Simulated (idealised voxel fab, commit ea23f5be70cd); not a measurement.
Process module in this document: voxel released beams
The figure presents cross-section cut, which has a width of 260 nm and is divided into square cells with an edge length of 5 nm.
Each cross-section below is a grid of square cells, stated as bands in top-down order, with one or more rows of cells making up each band. Quick guide to a band line: top height, bottom height (nm) up front; then every material left to right with its width in nm. Only one material and it's marked "throughout"? Then it fills the band edge to edge. And "empty" just means empty space. Heights are expressed relative to 0, this being the level below which the as-received wafer comprises one material exclusively. The lowest band is unbounded in the downward direction and is denoted as in "from 0 down". A width given as "30->40" starts at the first number in the band's top row and ends at the second number in its bottom row, shifting by an equal amount at every step from row to row. "left unchanged", as given for a step, is the statement that not any cell of the cross-section underwent a change during that step. If an empty space has no open way to the top and is at least 8 cells in size, "Completely sealed voids" lists it, written width x height at distance, where distance is measured from the left edge and every value is in nm. Formally, on a step line, whatever follows the settings is a remark that the simulator itself makes on the step. The "overlay nm" setting may appear on a step's line; for a step that uses a mask, it gives how far to the right of its planned position the mask lay, and a negative value indicates the left.
PLANNED STEP LIST FOR THE PROCESS
1,RECEIVE | material Si
2,CONFORMAL_DEP | material SiN | thk nm 5
3,DIRECTIONAL_DEP | material SiO2 | thk nm 20
4,DIRECTIONAL_DEP | material aC | thk nm 15
5,PATTERN | tone open | mask id ANCHOR | material resist | width nm 25 | thk nm 35 | overlay nm -15
6,DIRECTIONAL_ETCH | etch materials aC | depth nm 15
7,STRIP | etch materials resist
8,DIRECTIONAL_ETCH | etch materials SiO2 | depth nm 20
9,STRIP | etch materials aC
10,CONFORMAL_DEP | material TiN | thk nm 10
11,MASKED_ETCH | tone cover | mask id BEAM | width nm 100 | etch materials TiN | depth nm 10 | overlay nm 0
12,STRIP | etch materials SiO2
It is noted that the wafers described herein are identical at the outset and are distinguished by the overlay nm of step 5; the value stated in the plan corresponds to the first wafer.
CROSS-SECTION OF THE FIRST INCOMING WAFER OF SEVERAL, STATE AFTER STEP 1
	from 0 down | Si throughout
	Completely sealed voids: none
EACH ROW BELOW IS A WAFER AT THE END OF THE MODULE, LISTING FOR EVERY MATERIAL THE NUMBER OF CELLS IT HAS GAINED (+) OR LOST (-) SINCE IT WAS RECEIVED, FOLLOWED BY ITS CLOSED VOIDS
overlay nm -15; +52 SiN; +56 TiN; Completely sealed voids: none
overlay nm -10; +52 SiN; +56 TiN; Completely sealed voids: none
overlay nm -5; +52 SiN; +56 TiN; Completely sealed voids: none
overlay nm 0; +52 SiN; +56 TiN; Completely sealed voids: none
overlay nm 5; +52 SiN; +56 TiN; Completely sealed voids: none
overlay nm 10; +52 SiN; +56 TiN; Completely sealed voids: none
overlay nm 15; +52 SiN; +56 TiN; Completely sealed voids: none
